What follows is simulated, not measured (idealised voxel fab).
This section sets out a process module, namely voxel quadruple lines.
Section shown: cut. Width: 190 nm. Cell size: 5 nm, square.
Just so we're on the same page, the cross-sections are grids of square cells, and they're listed out in bands top to bottom, each band one or more rows deep.
Look at the band entry: it leads with the top's height and the bottom's height in nm. Then it lists the materials left to right, with a width in nm for each. The word "everywhere" on a single material says that material fills the band edge to edge. The word "air" is empty space.
A quick word on heights: they are counted from 0, and under that level the wafer as it came to us is one material throughout. The lowest band is different from the rest in having no bottom; it simply continues downward, written as in "0 and below".
With a width like "30 to 40", each row of cells in the band differs from the next by the same amount, the top row carrying the first number and the bottom row the second.
Step note "no modification" = no cross-section cell changed.
Heads up: "Entrapped void list" only lists the empty pockets with no open path to the top that are 8 cells or more, and it writes them as width x height at distance, distance from the left edge, in nm.
Where a step's line continues beyond its settings, the continuation is a remark by the simulator itself on that step.
overlay nm: where the mask lay relative to plan, measured to the right, on steps with a mask; negatives go left.
[Below is the list of planned process steps]
1) RECEIVE | material Si
2) CONFORMAL_DEP | material SiO2 | thk nm 5
3) DIRECTIONAL_DEP | material Ru | thk nm 10
4) DIRECTIONAL_DEP | material polySi | thk nm 15
5) DIRECTIONAL_DEP | material aC | thk nm 25
6) PATTERN | tone cover | mask id MANDREL | material resist | width nm 30 | thk nm 30 | overlay nm 0
7) DIRECTIONAL_ETCH | etch materials aC | depth nm 25
8) STRIP | etch materials resist
9) CONFORMAL_DEP | material SiO2 | thk nm 10
10) DIRECTIONAL_ETCH | etch materials SiO2 | depth nm 10
11) STRIP | etch materials aC
12) DIRECTIONAL_ETCH | etch materials polySi | depth nm 15
13) STRIP | etch materials SiO2
14) CONFORMAL_DEP | material SiCN | thk nm 5
15) DIRECTIONAL_ETCH | etch materials SiCN | depth nm 10
16) STRIP | etch materials polySi
17) DIRECTIONAL_ETCH | etch materials Ru | depth nm 10
18) STRIP | etch materials SiCN
Among the wafers covered here, the point of difference is the thk nm at step 14; their starting state is shared, and the plan presents the value of the first wafer.
[Received condition of the first of several wafers, sectioned: post-step 1]
	0 and below = Si everywhere
	Entrapped void list: none
[The following table contains a row per wafer, in which are reported, at the conclusion of the module, the cells of each material gained (+) or lost (-) since the wafer's receipt, with its closed voids given thereafter]
thk nm 5 | +8 Ru | +38 SiO2 | Entrapped void list: none
thk nm 10 | +16 Ru | +38 SiO2 | Entrapped void list: none
thk nm 15 | +76 Ru | +38 SiO2 | +12 polySi | Entrapped void list: none
thk nm 20 | +76 Ru | +38 SiO2 | +12 polySi | Entrapped void list: none
thk nm 25 | +76 Ru | +38 SiO2 | +12 polySi | Entrapped void list: none
